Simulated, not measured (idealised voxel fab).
The following process module bears the name voxel tone inversion.
Shown is cross-section cut, with a width of 175 nm and square cells of size 5 nm.
Cross-section format: a grid of square cells, given as bands from top to bottom; each band is one or more rows of cells. Per band: top height and bottom height in nm, followed by the left-to-right materials and their widths in nm; "all across" marks a single material spanning edge to edge, "blank" marks empty space. The level at which height equals 0 is the one under which the wafer, as it arrives, is entirely one material. No lower edge exists for the bottom band, which continues downward and is notated as in "0..down". Read "30..40" as a graded width: first number on top, second number at the bottom, same change between each pair of neighbouring rows. Where the words "no alterations made" appear for a step, the cross-section shows no cell changed by that step; every cell remained as before. This entry, "Internal closed voids", enumerates those empty regions of no fewer than 8 cells that possess no open connection to the top. Each region is reported in the form width x height at distance, the distance being taken from the left edge, with all three quantities expressed in nm. It should be noted that, on the line of a given step, the content following the step's settings is a remark produced by the simulator itself with respect to that step. A step's line can hold "overlay nm"; with a mask on that step, the setting says how far right of the planned place the mask lay, while a negative setting says it lay to the left.
These are the steps we planned for the process:
1: RECEIVE, material Si
2: CONFORMAL_DEP, material SiN, thk nm 5
3: DIRECTIONAL_DEP, material aC, thk nm 15
4: PATTERN, tone cover, mask id POSTS, material resist, width nm 25, pitch nm 55, thk nm 20, overlay nm 0
5: DIRECTIONAL_ETCH, etch materials aC, depth nm 15
6: STRIP, etch materials resist
7: FILL_DEP, material lowk, thk nm 5
8: CMP, height nm 20
9: STRIP, etch materials aC
10: CONFORMAL_DEP, material TiN, thk nm 5
11: FILL_DEP, material Ru, thk nm 5
12: CMP, height nm 20
13: CONFORMAL_DEP, material SiCN, thk nm 5
Shown in cross-section is the wafer as received, that is, as it stands after step 1:
    0..down = Si all across
    Internal closed voids: none
The plan above was carried out on the starting structure above with one mistake, and this cross-section shows the wafer at the end of the module:
    25..20 = SiCN all across
    20..10 = Ru (15) / TiN (5) / lowk (25) / TiN (5) / Ru (20) / TiN (5) / lowk (25) / TiN (5) / Ru (20) / TiN (5) / lowk (25) / TiN (5) / Ru (15)
    10..5 = TiN (20) / lowk (25) / TiN (30) / lowk (25) / TiN (30) / lowk (25) / TiN (20)
    5..0 = SiN all across
    0..down = Si all across
    Internal closed voids: none
Diagnosis: step 4: run off-plan, actual operation and settings PATTERN, tone open, mask id POSTS, material resist, width nm 25, pitch nm 55, thk nm 20, overlay nm 0
